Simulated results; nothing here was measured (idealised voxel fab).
Process module heading - voxel self aligned vias
Square cell edge 5 nm, section width 280 nm, ID cut.
Cross-section layout: square cells on a grid; listed as bands, top to bottom; a band spans one or more cell rows. Top height, bottom height, nm. Materials left to right, width each, nm. Single material + "throughout" = fills band edge to edge. "empty" = empty. For the purposes of this specification, 0 denotes the height below which the wafer in its as-received condition is composed wholly of one material, and the lowermost band, lacking a lower limit, extends downward without end, as expressed in "top 0, no bottom". With a width like "30 to 40", each row of cells in the band differs from the next by the same amount, the top row carrying the first number and the bottom row the second. A step reported as "stayed the same" is a step in which no cell of the cross-section changed. Closed empty spaces (no open way to the top) of 8 cells or more are what "Unvented internal voids" lists, each as width x height at distance from the left edge, nm for all three. after a step's settings: what the simulator itself notes on the step. Steps that use a mask can have "overlay nm" on their line. It says how far the mask sat to the right of where it was meant to be. Negative means to the left.

PROCESS STEPS FORESEEN IN THE PLAN
- 1: RECEIVE (material Si)
- 2: CONFORMAL_DEP (material SiO2; thk nm 10)
- 3: CONFORMAL_DEP (material SiCN; thk nm 5)
- 4: DIRECTIONAL_DEP (material SiO2; thk nm 30)
- 5: MASKED_ETCH (tone open; mask id LINES; width nm 25; pitch nm 75; etch materials SiO2; depth nm 30; overlay nm 0)
- 6: CONFORMAL_DEP (material TiN; thk nm 5)
- 7: FILL_DEP (material W; thk nm 10)
- 8: CMP (height nm 45)
- 9: SELECTIVE_ETCH (etch materials W Ru TiN; depth nm 5)
- 10: FILL_DEP (material SiN; thk nm 10)
- 11: CMP (height nm 45)
- 12: DIRECTIONAL_DEP (material SiO2; thk nm 15)
- 13: PATTERN (tone open; mask id VIAS; material resist; width nm 45; thk nm 20; overlay nm 0)
- 14: DIRECTIONAL_ETCH (etch materials SiO2; depth nm 15)
- 15: DIRECTIONAL_ETCH (etch materials SiN; depth nm 5)
- 16: STRIP (etch materials resist)
- 17: CONFORMAL_DEP (material TiN; thk nm 5)
- 18: FILL_DEP (material Cu; thk nm 10)
- 19: CMP (height nm 60)
- 20: CONFORMAL_DEP (material SiCN; thk nm 5)

DELIVERED WAFER IN CROSS-SECTION: STATE AFTER STEP 1
	top 0, no bottom | Si throughout
	Unvented internal voids: none

CROSS-SECTION AT MODULE END, ONE RUN ERROR; START AND PLAN UNCHANGED FROM ABOVE
	top 80, bottom 75 | SiCN throughout
	top 75, bottom 65 | Cu throughout
	top 65, bottom 60 | 85 nm TiN; 35 nm Cu; 160 nm TiN
	top 60, bottom 50 | 80 nm SiO2; 5 nm TiN; 35 nm Cu; 5 nm TiN; 155 nm SiO2
	top 50, bottom 45 | 80 nm SiO2; 15 nm TiN; 15 nm Cu; 15 nm TiN; 155 nm SiO2
	top 45, bottom 40 | 90 nm SiO2; 25 nm TiN; 50 nm SiO2; 25 nm SiN; 90 nm SiO2
	top 40, bottom 20 | 90 nm SiO2; 5 nm TiN; 15 nm W; 5 nm TiN; 50 nm SiO2; 5 nm TiN; 15 nm W; 5 nm TiN; 90 nm SiO2
	top 20, bottom 15 | 90 nm SiO2; 25 nm TiN; 50 nm SiO2; 25 nm TiN; 90 nm SiO2
	top 15, bottom 10 | SiCN throughout
	top 10, bottom 0 | SiO2 throughout
	top 0, no bottom | Si throughout
	Unvented internal voids: none
Want to know what went wrong? step 19 of the plan was bypassed and not carried out
